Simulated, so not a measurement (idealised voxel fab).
This section sets out a process module, namely voxel transistor to metal.
We display cut, a cross-section 290 nm in width whose square cells are each 5 nm.
A cross-section is a grid of square cells, given in bands from the top down. A band is one or more rows of cells. First you get the band's top height and its bottom height, in nm, and then the materials it's made of, left to right, with each width in nm. If you see a single material with "throughout", that one covers the band edge to edge. "empty" is empty space. Where do heights start? At 0: under that level the wafer as delivered is made of one material only. And the lowest band has no floor; it just carries on downward, as in "from 0 down". A width such as "30..40" changes by the same amount from each row of cells to the next, from the band's top row to its bottom row. No cell of the cross-section changed in a step that is given as "same as before". Each empty space that has no open way to the top and spans at least 8 cells appears under "Voids, sealed" as width x height at distance, the distance counted from the left edge, all in nm. Text after the settings on a step's line: the simulator's own remark on that step. When a step includes a mask, the "overlay nm" setting on its line states how far to the right of its planned place that mask lay, and negative values state how far to the left. Quick note on how to read the rest: it's all pairs. You get the cross-section before a process step and the one after, but the after one only goes down as far as the lowest band that changed. The step in between, with its settings, sits under the pair. Heads up, the pairs can come from different runs of this module on the same starting wafer, so don't assume a pair picks up from the one above unless its "Pre-step cross-section" entry says it does.
### Pre-step cross-section
    from 0 down: Si throughout
    Voids, sealed: none
### Step Outcome
    from 0 to -5: SiO2 throughout
    Anything lower than -5 is untouched.
    Voids, sealed: none
The process step bridging the two cross-sections above: OXIDIZE with depth nm 5
Pre-step cross-section: The cross-section prior to this step is the one presented after the step of the pair immediately above.
### Step Outcome
    from 10 to 0: SiN throughout
    Anything lower than 0 is untouched.
    Voids, sealed: none
The process step bridging the two cross-sections above: CONFORMAL_DEP with material SiN, thk nm 10
Pre-step cross-section: The cross-section prior to this step is the one presented after the step of the pair immediately above.
### Step Outcome
    from 10 to 0: 40 empty / 95 SiN / 20 empty / 95 SiN / 40 empty
    Anything lower than 0 is untouched.
    Voids, sealed: none
The process step bridging the two cross-sections above: MASKED_ETCH with tone cover, mask id ACTIVE, width nm 95, pitch nm 115, etch materials SiN, depth nm 10, overlay nm 0
Pre-step cross-section: The cross-section prior to this step is the one presented after the step of the pair immediately above.
### Step Outcome
    from 10 to 0: 40 empty / 95 SiN / 20 empty / 95 SiN / 40 empty
    from 0 to -5: 40 empty / 95 SiO2 / 20 empty / 95 SiO2 / 40 empty
    Anything lower than -5 is untouched.
    Voids, sealed: none
The process step bridging the two cross-sections above: MASKED_ETCH with tone cover, mask id ACTIVE, width nm 95, pitch nm 115, etch materials SiO2, depth nm 5, overlay nm 0
Pre-step cross-section: The cross-section prior to this step is the one presented after the step of the pair immediately above.
### Step Outcome
    from 10 to 0: 40 empty / 95 SiN / 20 empty / 95 SiN / 40 empty
    from 0 to -5: 40 empty / 95 SiO2 / 20 empty / 95 SiO2 / 40 empty
    from -5 to -40: 40 empty / 95 Si / 20 empty / 95 Si / 40 empty
    Anything lower than -40 is untouched.
    Voids, sealed: none
The process step bridging the two cross-sections above: MASKED_ETCH with tone cover, mask id ACTIVE, width nm 95, pitch nm 115, etch materials Si, depth nm 35, overlay nm 0
Pre-step cross-section: The cross-section prior to this step is the one presented after the step of the pair immediately above.
### Step Outcome
    from 20 to 10: SiO2 throughout
    from 10 to 0: 40 SiO2 / 95 SiN / 20 SiO2 / 95 SiN / 40 SiO2
    from 0 to -5: SiO2 throughout
    from -5 to -40: 40 SiO2 / 95 Si / 20 SiO2 / 95 Si / 40 SiO2
    Anything lower than -40 is untouched.
    Voids, sealed: none
The process step bridging the two cross-sections above: FILL_DEP with material SiO2, thk nm 10
Pre-step cross-section: The cross-section prior to this step is the one presented after the step of the pair immediately above.
### Step Outcome
    from 10 to 0: 40 SiO2 / 95 SiN / 20 SiO2 / 95 SiN / 40 SiO2
    Anything lower than 0 is untouched.
    Voids, sealed: none
The process step bridging the two cross-sections above: CMP with height nm 10
Pre-step cross-section: The cross-section prior to this step is the one presented after the step of the pair immediately above.
### Step Outcome
    from 10 to 5: 40 empty / 95 SiN / 20 empty / 95 SiN / 40 empty
    Anything lower than 5 is untouched.
    Voids, sealed: none
The process step bridging the two cross-sections above: SELECTIVE_ETCH with etch materials SiO2, depth nm 5
Pre-step cross-section: The cross-section prior to this step is the one presented after the step of the pair immediately above.
### Step Outcome
    from 5 to 0: 40 SiO2 / 95 empty / 20 SiO2 / 95 empty / 40 SiO2
    Anything lower than 0 is untouched.
    Voids, sealed: none
The process step bridging the two cross-sections above: STRIP with etch materials SiN
Pre-step cross-section: The cross-section prior to this step is the one presented after the step of the pair immediately above.
### Step Outcome
    from 0 to -5: 35 SiO2 / 105 empty / 10 SiO2 / 105 empty / 35 SiO2
    Anything lower than -5 is untouched.
    Voids, sealed: none
The process step bridging the two cross-sections above: SELECTIVE_ETCH with etch materials SiO2, depth nm 5
Pre-step cross-section: The cross-section prior to this step is the one presented after the step of the pair immediately above.
### Step Outcome
    from 0 to -5: 35 SiO2 / 105 empty / 10 SiO2 / 105 empty / 35 SiO2
    from -5 to -10: SiO2 throughout
    Anything lower than -10 is untouched.
    Voids, sealed: none
The process step bridging the two cross-sections above: OXIDIZE with depth nm 5
Pre-step cross-section: The cross-section prior to this step is the one presented after the step of the pair immediately above.
### Step Outcome
    from 20 to 15: 35 polySi / 105 empty / 10 polySi / 105 empty / 35 polySi
    from 15 to 0: polySi throughout
    from 0 to -5: 35 SiO2 / 105 polySi / 10 SiO2 / 105 polySi / 35 SiO2
    Anything lower than -5 is untouched.
    Voids, sealed: none
The process step bridging the two cross-sections above: DIRECTIONAL_DEP with material polySi, thk nm 20
Pre-step cross-section: The cross-section prior to this step is the one presented after the step of the pair immediately above.
### Step Outcome
    from 30 to 25: 35 SiCN / 105 empty / 10 SiCN / 105 empty / 35 SiCN
    from 25 to 20: SiCN throughout
    from 20 to 15: 35 polySi / 105 SiCN / 10 polySi / 105 SiCN / 35 polySi
    Anything lower than 15 is untouched.
    Voids, sealed: none
The process step bridging the two cross-sections above: DIRECTIONAL_DEP with material SiCN, thk nm 10
Pre-step cross-section: The cross-section prior to this step is the one presented after the step of the pair immediately above.
### Step Outcome
    from 25 to 20: 80 empty / 15 SiCN / 100 empty / 15 SiCN / 80 empty
    from 20 to 15: 35 polySi / 45 empty / 15 SiCN / 45 empty / 10 polySi / 45 empty / 15 SiCN / 45 empty / 35 polySi
    Anything lower than 15 is untouched.
    Voids, sealed: none
The process step bridging the two cross-sections above: MASKED_ETCH with tone cover, mask id GATE, width nm 15, pitch nm 115, etch materials SiCN, depth nm 20, overlay nm 0
Pre-step cross-section: The cross-section prior to this step is the one presented after the step of the pair immediately above.
### Step Outcome
    from 25 to 15: 80 empty / 15 SiCN / 100 empty / 15 SiCN / 80 empty
    from 15 to 0: 80 empty / 15 polySi / 100 empty / 15 polySi / 80 empty
    from 0 to -5: 35 SiO2 / 45 empty / 15 polySi / 45 empty / 10 SiO2 / 45 empty / 15 polySi / 45 empty / 35 SiO2
    Anything lower than -5 is untouched.
    Voids, sealed: none
The process step bridging the two cross-sections above: MASKED_ETCH with tone cover, mask id GATE, width nm 15, pitch nm 115, etch materials polySi, depth nm 30, overlay nm 0
Pre-step cross-section: The cross-section prior to this step is the one presented after the step of the pair immediately above.
### Step Outcome
    from 30 to 25: 75 empty / 25 SiO2 / 90 empty / 25 SiO2 / 75 empty
    from 25 to 15: 75 empty / 5 SiO2 / 15 SiCN / 5 SiO2 / 90 empty / 5 SiO2 / 15 SiCN / 5 SiO2 / 75 empty
    from 15 to 5: 75 empty / 5 SiO2 / 15 polySi / 5 SiO2 / 90 empty / 5 SiO2 / 15 polySi / 5 SiO2 / 75 empty
    from 5 to 0: 40 SiO2 / 35 empty / 5 SiO2 / 15 polySi / 5 SiO2 / 35 empty / 20 SiO2 / 35 empty / 5 SiO2 / 15 polySi / 5 SiO2 / 35 empty / 40 SiO2
    from 0 to -5: 80 SiO2 / 15 polySi / 100 SiO2 / 15 polySi / 80 SiO2
    Anything lower than -5 is untouched.
    Voids, sealed: none
The process step bridging the two cross-sections above: CONFORMAL_DEP with material SiO2, thk nm 5
Pre-step cross-section: The cross-section prior to this step is the one presented after the step of the pair immediately above.
### Step Outcome
    from 25 to 15: 75 empty / 5 SiO2 / 15 SiCN / 5 SiO2 / 90 empty / 5 SiO2 / 15 SiCN / 5 SiO2 / 75 empty
    from 15 to 0: 75 empty / 5 SiO2 / 15 polySi / 5 SiO2 / 90 empty / 5 SiO2 / 15 polySi / 5 SiO2 / 75 empty
    from 0 to -5: 40 SiO2 / 35 empty / 5 SiO2 / 15 polySi / 5 SiO2 / 35 empty / 20 SiO2 / 35 empty / 5 SiO2 / 15 polySi / 5 SiO2 / 35 empty / 40 SiO2
    Anything lower than -5 is untouched.
    Voids, sealed: none
The process step bridging the two cross-sections above: DIRECTIONAL_ETCH with etch materials SiO2, depth nm 5
Pre-step cross-section: The cross-section prior to this step is the one presented after the step of the pair immediately above.
### Step Outcome
    from 35 to 25: 65 empty / 45 SiN / 70 empty / 45 SiN / 65 empty
    from 25 to 15: 65 empty / 10 SiN / 5 SiO2 / 15 SiCN / 5 SiO2 / 10 SiN / 70 empty / 10 SiN / 5 SiO2 / 15 SiCN / 5 SiO2 / 10 SiN / 65 empty
    from 15 to 10: 65 empty / 10 SiN / 5 SiO2 / 15 polySi / 5 SiO2 / 10 SiN / 70 empty / 10 SiN / 5 SiO2 / 15 polySi / 5 SiO2 / 10 SiN / 65 empty
    from 10 to 5: 50 SiN / 15 empty / 10 SiN / 5 SiO2 / 15 polySi / 5 SiO2 / 10 SiN / 15 empty / 40 SiN / 15 empty / 10 SiN / 5 SiO2 / 15 polySi / 5 SiO2 / 10 SiN / 15 empty / 50 SiN
    from 5 to 0: 75 SiN / 5 SiO2 / 15 polySi / 5 SiO2 / 90 SiN / 5 SiO2 / 15 polySi / 5 SiO2 / 75 SiN
    from 0 to -5: 40 SiO2 / 35 SiN / 5 SiO2 / 15 polySi / 5 SiO2 / 35 SiN / 20 SiO2 / 35 SiN / 5 SiO2 / 15 polySi / 5 SiO2 / 35 SiN / 40 SiO2
    Anything lower than -5 is untouched.
    Voids, sealed: none
The process step bridging the two cross-sections above: CONFORMAL_DEP with material SiN, thk nm 10
Pre-step cross-section: The cross-section prior to this step is the one presented after the step of the pair immediately above.
### Step Outcome
    from 25 to 15: 65 empty / 10 SiN / 5 SiO2 / 15 SiCN / 5 SiO2 / 10 SiN / 70 empty / 10 SiN / 5 SiO2 / 15 SiCN / 5 SiO2 / 10 SiN / 65 empty
    from 15 to 0: 65 empty / 10 SiN / 5 SiO2 / 15 polySi / 5 SiO2 / 10 SiN / 70 empty / 10 SiN / 5 SiO2 / 15 polySi / 5 SiO2 / 10 SiN / 65 empty
    from 0 to -5: 40 SiO2 / 10 SiN / 15 empty / 10 SiN / 5 SiO2 / 15 polySi / 5 SiO2 / 10 SiN / 15 empty / 10 SiN / 20 SiO2 / 10 SiN / 15 empty / 10 SiN / 5 SiO2 / 15 polySi / 5 SiO2 / 10 SiN / 15 empty / 10 SiN / 40 SiO2
    Anything lower than -5 is untouched.
    Voids, sealed: none
The process step bridging the two cross-sections above: DIRECTIONAL_ETCH with etch materials SiN, depth nm 10
Pre-step cross-section: The cross-section prior to this step is the one presented after the step of the pair immediately above.
### Step Outcome
    from 25 to 20: 65 empty / 10 SiN / 5 empty / 15 SiCN / 5 empty / 10 SiN / 70 empty / 10 SiN / 5 empty / 15 SiCN / 5 empty / 10 SiN / 65 empty
    from 20 to 15: 65 empty / 10 SiN / 5 SiO2 / 15 SiCN / 5 SiO2 / 10 SiN / 70 empty / 10 SiN / 5 SiO2 / 15 SiCN / 5 SiO2 / 10 SiN / 65 empty
    from 15 to 0: 65 empty / 10 SiN / 5 SiO2 / 15 polySi / 5 SiO2 / 10 SiN / 70 empty / 10 SiN / 5 SiO2 / 15 polySi / 5 SiO2 / 10 SiN / 65 empty
    from 0 to -5: 40 empty / 10 SiN / 15 empty / 10 SiN / 5 SiO2 / 15 polySi / 5 SiO2 / 10 SiN / 15 empty / 10 SiN / 20 empty / 10 SiN / 15 empty / 10 SiN / 5 SiO2 / 15 polySi / 5 SiO2 / 10 SiN / 15 empty / 10 SiN / 40 empty
    from -5 to -10: 50 SiO2 / 15 empty / 45 SiO2 / 15 empty / 40 SiO2 / 15 empty / 45 SiO2 / 15 empty / 50 SiO2
    Anything lower than -10 is untouched.
    Voids, sealed: none
The process step bridging the two cross-sections above: DIRECTIONAL_ETCH with etch materials SiO2, depth nm 5
Pre-step cross-section: The cross-section prior to this step is the one presented after the step of the pair immediately above.
### Step Outcome
    from 25 to 20: 65 empty / 10 SiN / 5 empty / 15 SiCN / 5 empty / 10 SiN / 70 empty / 10 SiN / 5 empty / 15 SiCN / 5 empty / 10 SiN / 65 empty
    from 20 to 15: 65 empty / 10 SiN / 5 SiO2 / 15 SiCN / 5 SiO2 / 10 SiN / 70 empty / 10 SiN / 5 SiO2 / 15 SiCN / 5 SiO2 / 10 SiN / 65 empty
    from 15 to 0: 65 empty / 10 SiN / 5 SiO2 / 15 polySi / 5 SiO2 / 10 SiN / 70 empty / 10 SiN / 5 SiO2 / 15 polySi / 5 SiO2 / 10 SiN / 65 empty
    from 0 to -5: 40 empty / 10 SiN / 15 empty / 10 SiN / 5 SiO2 / 15 polySi / 5 SiO2 / 10 SiN / 15 empty / 10 SiN / 20 empty / 10 SiN / 15 empty / 10 SiN / 5 SiO2 / 15 polySi / 5 SiO2 / 10 SiN / 15 empty / 10 SiN / 40 empty
    from -5 to -10: 50 SiO2 / 15 empty / 45 SiO2 / 15 empty / 40 SiO2 / 15 empty / 45 SiO2 / 15 empty / 50 SiO2
    from -10 to -20: 40 SiO2 / 10 Si / 15 empty / 45 Si / 15 empty / 10 Si / 20 SiO2 / 10 Si / 15 empty / 45 Si / 15 empty / 10 Si / 40 SiO2
    Anything lower than -20 is untouched.
    Voids, sealed: none
The process step bridging the two cross-sections above: DIRECTIONAL_ETCH with etch materials Si, depth nm 10
Pre-step cross-section: The cross-section prior to this step is the one presented after the step of the pair immediately above.
### Step Outcome
    from 25 to 20: 65 empty / 10 SiN / 5 empty / 15 SiCN / 5 empty / 10 SiN / 70 empty / 10 SiN / 5 empty / 15 SiCN / 5 empty / 10 SiN / 65 empty
    from 20 to 15: 65 empty / 10 SiN / 5 SiO2 / 15 SiCN / 5 SiO2 / 10 SiN / 70 empty / 10 SiN / 5 SiO2 / 15 SiCN / 5 SiO2 / 10 SiN / 65 empty
    from 15 to 0: 65 empty / 10 SiN / 5 SiO2 / 15 polySi / 5 SiO2 / 10 SiN / 70 empty / 10 SiN / 5 SiO2 / 15 polySi / 5 SiO2 / 10 SiN / 65 empty
    from 0 to -5: 40 empty / 10 SiN / 15 nSi / 10 SiN / 5 SiO2 / 15 polySi / 5 SiO2 / 10 SiN / 15 nSi / 10 SiN / 20 empty / 10 SiN / 15 nSi / 10 SiN / 5 SiO2 / 15 polySi / 5 SiO2 / 10 SiN / 15 nSi / 10 SiN / 40 empty
    from -5 to -10: 50 SiO2 / 15 nSi / 45 SiO2 / 15 nSi / 40 SiO2 / 15 nSi / 45 SiO2 / 15 nSi / 50 SiO2
    from -10 to -20: 40 SiO2 / 10 Si / 15 nSi / 45 Si / 15 nSi / 10 Si / 20 SiO2 / 10 Si / 15 nSi / 45 Si / 15 nSi / 10 Si / 40 SiO2
    Anything lower than -20 is untouched.
    Voids, sealed: none
The process step bridging the two cross-sections above: EPI with material nSi, thk nm 10
Pre-step cross-section: The cross-section prior to this step is the one presented after the step of the pair immediately above.
### Step Outcome
    from 35 to 25: SiO2 throughout
    from 25 to 15: 65 SiO2 / 10 SiN / 5 SiO2 / 15 SiCN / 5 SiO2 / 10 SiN / 70 SiO2 / 10 SiN / 5 SiO2 / 15 SiCN / 5 SiO2 / 10 SiN / 65 SiO2
    from 15 to 0: 65 SiO2 / 10 SiN / 5 SiO2 / 15 polySi / 5 SiO2 / 10 SiN / 70 SiO2 / 10 SiN / 5 SiO2 / 15 polySi / 5 SiO2 / 10 SiN / 65 SiO2
    from 0 to -5: 40 SiO2 / 10 SiN / 15 nSi / 10 SiN / 5 SiO2 / 15 polySi / 5 SiO2 / 10 SiN / 15 nSi / 10 SiN / 20 SiO2 / 10 SiN / 15 nSi / 10 SiN / 5 SiO2 / 15 polySi / 5 SiO2 / 10 SiN / 15 nSi / 10 SiN / 40 SiO2
    Anything lower than -5 is untouched.
    Voids, sealed: none
The process step bridging the two cross-sections above: FILL_DEP with material SiO2, thk nm 10
Pre-step cross-section: The cross-section prior to this step is the one presented after the step of the pair immediately above.
### Step Outcome
    from 25 to 15: 65 SiO2 / 10 SiN / 5 SiO2 / 15 SiCN / 5 SiO2 / 10 SiN / 70 SiO2 / 10 SiN / 5 SiO2 / 15 SiCN / 5 SiO2 / 10 SiN / 65 SiO2
    Anything lower than 15 is untouched.
    Voids, sealed: none
The process step bridging the two cross-sections above: CMP with height nm 25
Pre-step cross-section: The cross-section prior to this step is the one presented after the step of the pair immediately above.
### Step Outcome
    from 40 to 25: SiO2 throughout
    Anything lower than 25 is untouched.
    Voids, sealed: none
The process step bridging the two cross-sections above: DIRECTIONAL_DEP with material SiO2, thk nm 15
Pre-step cross-section: The cross-section prior to this step is the one presented after the step of the pair immediately above.
### Step Outcome
    from 55 to 40: 45 resist / 20 empty / 45 resist / 20 empty / 30 resist / 20 empty / 45 resist / 20 empty / 45 resist
    Anything lower than 40 is untouched.
    Voids, sealed: none
The process step bridging the two cross-sections above: PATTERN with tone open, mask id CONTACT, material resist, width nm 20, thk nm 15, overlay nm 0
Pre-step cross-section: The cross-section prior to this step is the one presented after the step of the pair immediately above.
### Step Outcome
    from 55 to 40: 45 resist / 20 empty / 45 resist / 20 empty / 30 resist / 20 empty / 45 resist / 20 empty / 45 resist
    from 40 to 25: 45 SiO2 / 20 empty / 45 SiO2 / 20 empty / 30 SiO2 / 20 empty / 45 SiO2 / 20 empty / 45 SiO2
    from 25 to 15: 45 SiO2 / 20 empty / 10 SiN / 5 SiO2 / 15 SiCN / 5 SiO2 / 10 SiN / 20 empty / 30 SiO2 / 20 empty / 10 SiN / 5 SiO2 / 15 SiCN / 5 SiO2 / 10 SiN / 20 empty / 45 SiO2
    from 15 to 0: 45 SiO2 / 20 empty / 10 SiN / 5 SiO2 / 15 polySi / 5 SiO2 / 10 SiN / 20 empty / 30 SiO2 / 20 empty / 10 SiN / 5 SiO2 / 15 polySi / 5 SiO2 / 10 SiN / 20 empty / 45 SiO2
    Anything lower than 0 is untouched.
    Voids, sealed: none
The process step bridging the two cross-sections above: DIRECTIONAL_ETCH with etch materials SiO2, depth nm 40
Pre-step cross-section: The cross-section prior to this step is the one presented after the step of the pair immediately above.
### Step Outcome
    from 40 to 25: 45 SiO2 / 20 empty / 45 SiO2 / 20 empty / 30 SiO2 / 20 empty / 45 SiO2 / 20 empty / 45 SiO2
    Anything lower than 25 is untouched.
    Voids, sealed: none
The process step bridging the two cross-sections above: STRIP with etch materials resist
Pre-step cross-section: The cross-section prior to this step is the one presented after the step of the pair immediately above.
### Step Outcome
    from 45 to 40: 50 TiN / 10 empty / 55 TiN / 10 empty / 40 TiN / 10 empty / 55 TiN / 10 empty / 50 TiN
    from 40 to 25: 45 SiO2 / 5 TiN / 10 empty / 5 TiN / 45 SiO2 / 5 TiN / 10 empty / 5 TiN / 30 SiO2 / 5 TiN / 10 empty / 5 TiN / 45 SiO2 / 5 TiN / 10 empty / 5 TiN / 45 SiO2
    from 25 to 15: 45 SiO2 / 5 TiN / 10 empty / 5 TiN / 10 SiN / 5 SiO2 / 15 SiCN / 5 SiO2 / 10 SiN / 5 TiN / 10 empty / 5 TiN / 30 SiO2 / 5 TiN / 10 empty / 5 TiN / 10 SiN / 5 SiO2 / 15 SiCN / 5 SiO2 / 10 SiN / 5 TiN / 10 empty / 5 TiN / 45 SiO2
    from 15 to 5: 45 SiO2 / 5 TiN / 10 empty / 5 TiN / 10 SiN / 5 SiO2 / 15 polySi / 5 SiO2 / 10 SiN / 5 TiN / 10 empty / 5 TiN / 30 SiO2 / 5 TiN / 10 empty / 5 TiN / 10 SiN / 5 SiO2 / 15 polySi / 5 SiO2 / 10 SiN / 5 TiN / 10 empty / 5 TiN / 45 SiO2
    from 5 to 0: 45 SiO2 / 20 TiN / 10 SiN / 5 SiO2 / 15 polySi / 5 SiO2 / 10 SiN / 20 TiN / 30 SiO2 / 20 TiN / 10 SiN / 5 SiO2 / 15 polySi / 5 SiO2 / 10 SiN / 20 TiN / 45 SiO2
    Anything lower than 0 is untouched.
    Voids, sealed: none
The process step bridging the two cross-sections above: CONFORMAL_DEP with material TiN, thk nm 5
Pre-step cross-section: The cross-section prior to this step is the one presented after the step of the pair immediately above.
### Step Outcome
    from 55 to 45: W throughout
    from 45 to 40: 50 TiN / 10 W / 55 TiN / 10 W / 40 TiN / 10 W / 55 TiN / 10 W / 50 TiN
    from 40 to 25: 45 SiO2 / 5 TiN / 10 W / 5 TiN / 45 SiO2 / 5 TiN / 10 W / 5 TiN / 30 SiO2 / 5 TiN / 10 W / 5 TiN / 45 SiO2 / 5 TiN / 10 W / 5 TiN / 45 SiO2
    from 25 to 15: 45 SiO2 / 5 TiN / 10 W / 5 TiN / 10 SiN / 5 SiO2 / 15 SiCN / 5 SiO2 / 10 SiN / 5 TiN / 10 W / 5 TiN / 30 SiO2 / 5 TiN / 10 W / 5 TiN / 10 SiN / 5 SiO2 / 15 SiCN / 5 SiO2 / 10 SiN / 5 TiN / 10 W / 5 TiN / 45 SiO2
    from 15 to 5: 45 SiO2 / 5 TiN / 10 W / 5 TiN / 10 SiN / 5 SiO2 / 15 polySi / 5 SiO2 / 10 SiN / 5 TiN / 10 W / 5 TiN / 30 SiO2 / 5 TiN / 10 W / 5 TiN / 10 SiN / 5 SiO2 / 15 polySi / 5 SiO2 / 10 SiN / 5 TiN / 10 W / 5 TiN / 45 SiO2
    Anything lower than 5 is untouched.
    Voids, sealed: none
The process step bridging the two cross-sections above: FILL_DEP with material W, thk nm 10
Pre-step cross-section: The cross-section prior to this step is the one presented after the step of the pair immediately above.
### Step Outcome
    from 40 to 25: 45 SiO2 / 5 TiN / 10 W / 5 TiN / 45 SiO2 / 5 TiN / 10 W / 5 TiN / 30 SiO2 / 5 TiN / 10 W / 5 TiN / 45 SiO2 / 5 TiN / 10 W / 5 TiN / 45 SiO2
    Anything lower than 25 is untouched.
    Voids, sealed: none
The process step bridging the two cross-sections above: CMP with height nm 40
Pre-step cross-section: The cross-section prior to this step is the one presented after the step of the pair immediately above.
### Step Outcome
    from 45 to 40: SiN throughout
    Anything lower than 40 is untouched.
    Voids, sealed: none
The process step bridging the two cross-sections above: CONFORMAL_DEP with material SiN, thk nm 5
Pre-step cross-section: The cross-section prior to this step is the one presented after the step of the pair immediately above.
### Step Outcome
    from 65 to 45: lowk throughout
    Anything lower than 45 is untouched.
    Voids, sealed: none
The process step bridging the two cross-sections above: DIRECTIONAL_DEP with material lowk, thk nm 20
Pre-step cross-section: The cross-section prior to this step is the one presented after the step of the pair immediately above.
### Step Outcome
    from 75 to 65: aC throughout
    Anything lower than 65 is untouched.
    Voids, sealed: none
The process step bridging the two cross-sections above: DIRECTIONAL_DEP with material aC, thk nm 10
Pre-step cross-section: The cross-section prior to this step is the one presented after the step of the pair immediately above.
### Step Outcome
    from 100 to 75: 45 resist / 20 empty / 45 resist / 20 empty / 30 resist / 20 empty / 45 resist / 20 empty / 45 resist
    Anything lower than 75 is untouched.
    Voids, sealed: none
The process step bridging the two cross-sections above: PATTERN with tone open, mask id METAL_1, material resist, width nm 20, thk nm 25, overlay nm 0
Pre-step cross-section: The cross-section prior to this step is the one presented after the step of the pair immediately above.
### Step Outcome
    from 90 to 75: 45 resist / 20 empty / 45 resist / 20 empty / 30 resist / 20 empty / 45 resist / 20 empty / 45 resist
    from 75 to 65: 45 aC / 20 empty / 45 aC / 20 empty / 30 aC / 20 empty / 45 aC / 20 empty / 45 aC
    Anything lower than 65 is untouched.
    Voids, sealed: none
The process step bridging the two cross-sections above: DIRECTIONAL_ETCH with etch materials aC, depth nm 10
Pre-step cross-section: The cross-section prior to this step is the one presented after the step of the pair immediately above.
### Step Outcome
    from 75 to 65: 45 aC / 20 empty / 45 aC / 20 empty / 30 aC / 20 empty / 45 aC / 20 empty / 45 aC
    Anything lower than 65 is untouched.
    Voids, sealed: none
The process step bridging the two cross-sections above: STRIP with etch materials resist
Pre-step cross-section: The cross-section prior to this step is the one presented after the step of the pair immediately above.
### Step Outcome
    from 75 to 65: 45 aC / 20 empty / 45 aC / 20 empty / 30 aC / 20 empty / 45 aC / 20 empty / 45 aC
    from 65 to 45: 45 lowk / 20 empty / 45 lowk / 20 empty / 30 lowk / 20 empty / 45 lowk / 20 empty / 45 lowk
    Anything lower than 45 is untouched.
    Voids, sealed: none
The process step bridging the two cross-sections above: DIRECTIONAL_ETCH with etch materials lowk, depth nm 20
Pre-step cross-section: The cross-section prior to this step is the one presented after the step of the pair immediately above.
### Step Outcome
    from 75 to 65: 45 aC / 20 empty / 45 aC / 20 empty / 30 aC / 20 empty / 45 aC / 20 empty / 45 aC
    from 65 to 45: 45 lowk / 20 empty / 45 lowk / 20 empty / 30 lowk / 20 empty / 45 lowk / 20 empty / 45 lowk
    from 45 to 40: 45 SiN / 20 empty / 45 SiN / 20 empty / 30 SiN / 20 empty / 45 SiN / 20 empty / 45 SiN
    Anything lower than 40 is untouched.
    Voids, sealed: none
The process step bridging the two cross-sections above: DIRECTIONAL_ETCH with etch materials SiN, depth nm 5
Pre-step cross-section: The cross-section prior to this step is the one presented after the step of the pair immediately above.
### Step Outcome
    from 65 to 45: 45 lowk / 20 empty / 45 lowk / 20 empty / 30 lowk / 20 empty / 45 lowk / 20 empty / 45 lowk
    Anything lower than 45 is untouched.
    Voids, sealed: none
The process step bridging the two cross-sections above: STRIP with etch materials aC
Pre-step cross-section: The cross-section prior to this step is the one presented after the step of the pair immediately above.
### Step Outcome
    from 70 to 65: 50 TiN / 10 empty / 55 TiN / 10 empty / 40 TiN / 10 empty / 55 TiN / 10 empty / 50 TiN
    from 65 to 45: 45 lowk / 5 TiN / 10 empty / 5 TiN / 45 lowk / 5 TiN / 10 empty / 5 TiN / 30 lowk / 5 TiN / 10 empty / 5 TiN / 45 lowk / 5 TiN / 10 empty / 5 TiN / 45 lowk
    from 45 to 40: 45 SiN / 20 TiN / 45 SiN / 20 TiN / 30 SiN / 20 TiN / 45 SiN / 20 TiN / 45 SiN
    Anything lower than 40 is untouched.
    Voids, sealed: none
The process step bridging the two cross-sections above: CONFORMAL_DEP with material TiN, thk nm 5
Pre-step cross-section: The cross-section prior to this step is the one presented after the step of the pair immediately above.
### Step Outcome
    from 75 to 70: Cu throughout
    from 70 to 65: 50 TiN / 10 Cu / 55 TiN / 10 Cu / 40 TiN / 10 Cu / 55 TiN / 10 Cu / 50 TiN
    from 65 to 45: 45 lowk / 5 TiN / 10 Cu / 5 TiN / 45 lowk / 5 TiN / 10 Cu / 5 TiN / 30 lowk / 5 TiN / 10 Cu / 5 TiN / 45 lowk / 5 TiN / 10 Cu / 5 TiN / 45 lowk
    Anything lower than 45 is untouched.
    Voids, sealed: none
The process step bridging the two cross-sections above: FILL_DEP with material Cu, thk nm 5
Pre-step cross-section: The cross-section prior to this step is the one presented after the step of the pair immediately above.
### Step Outcome
    from 65 to 45: 45 lowk / 5 TiN / 10 Cu / 5 TiN / 45 lowk / 5 TiN / 10 Cu / 5 TiN / 30 lowk / 5 TiN / 10 Cu / 5 TiN / 45 lowk / 5 TiN / 10 Cu / 5 TiN / 45 lowk
    Anything lower than 45 is untouched.
    Voids, sealed: none
The process step bridging the two cross-sections above: CMP with height nm 65
Pre-step cross-section: The cross-section prior to this step is the one presented after the step of the pair immediately above.
### Step Outcome
    from 70 to 65: SiCN throughout
    Anything lower than 65 is untouched.
    Voids, sealed: none
The process step bridging the two cross-sections above: CONFORMAL_DEP with material SiCN, thk nm 5
Pre-step cross-section: The cross-section prior to this step is the one presented after the step of the pair immediately above.
### Step Outcome
    from 100 to 70: lowk throughout
    Anything lower than 70 is untouched.
    Voids, sealed: none
The process step bridging the two cross-sections above: DIRECTIONAL_DEP with material lowk, thk nm 30
Pre-step cross-section: The cross-section prior to this step is the one presented after the step of the pair immediately above.
### Step Outcome
    from 115 to 100: aC throughout
    Anything lower than 100 is untouched.
    Voids, sealed: none
The process step bridging the two cross-sections above: DIRECTIONAL_DEP with material aC, thk nm 15
Pre-step cross-section: The cross-section prior to this step is the one presented after the step of the pair immediately above.
### Step Outcome
    from 150 to 115: 45 resist / 20 empty / 95 resist / 20 empty / 110 resist
    Anything lower than 115 is untouched.
    Voids, sealed: none
The process step bridging the two cross-sections above: PATTERN with tone open, mask id METAL_2, material resist, width nm 20, pitch nm 115, thk nm 35, overlay nm 0
Pre-step cross-section: The cross-section prior to this step is the one presented after the step of the pair immediately above.
### Step Outcome
    from 135 to 115: 45 resist / 20 empty / 95 resist / 20 empty / 110 resist
    from 115 to 100: 45 aC / 20 empty / 95 aC / 20 empty / 110 aC
    Anything lower than 100 is untouched.
    Voids, sealed: none
The process step bridging the two cross-sections above: DIRECTIONAL_ETCH with etch materials aC, depth nm 15
Pre-step cross-section: The cross-section prior to this step is the one presented after the step of the pair immediately above.
### Step Outcome
    from 115 to 100: 45 aC / 20 empty / 95 aC / 20 empty / 110 aC
    Anything lower than 100 is untouched.
    Voids, sealed: none
The process step bridging the two cross-sections above: STRIP with etch materials resist
Pre-step cross-section: The cross-section prior to this step is the one presented after the step of the pair immediately above.
### Step Outcome
    from 115 to 100: 45 aC / 20 empty / 95 aC / 20 empty / 110 aC
    from 100 to 80: 45 lowk / 20 empty / 95 lowk / 20 empty / 110 lowk
    Anything lower than 80 is untouched.
    Voids, sealed: none
The process step bridging the two cross-sections above: DIRECTIONAL_ETCH with etch materials lowk, depth nm 20
Pre-step cross-section: The cross-section prior to this step is the one presented after the step of the pair immediately above.
### Step Outcome
    from 100 to 80: 45 lowk / 20 empty / 95 lowk / 20 empty / 110 lowk
    Anything lower than 80 is untouched.
    Voids, sealed: none
The process step bridging the two cross-sections above: STRIP with etch materials aC
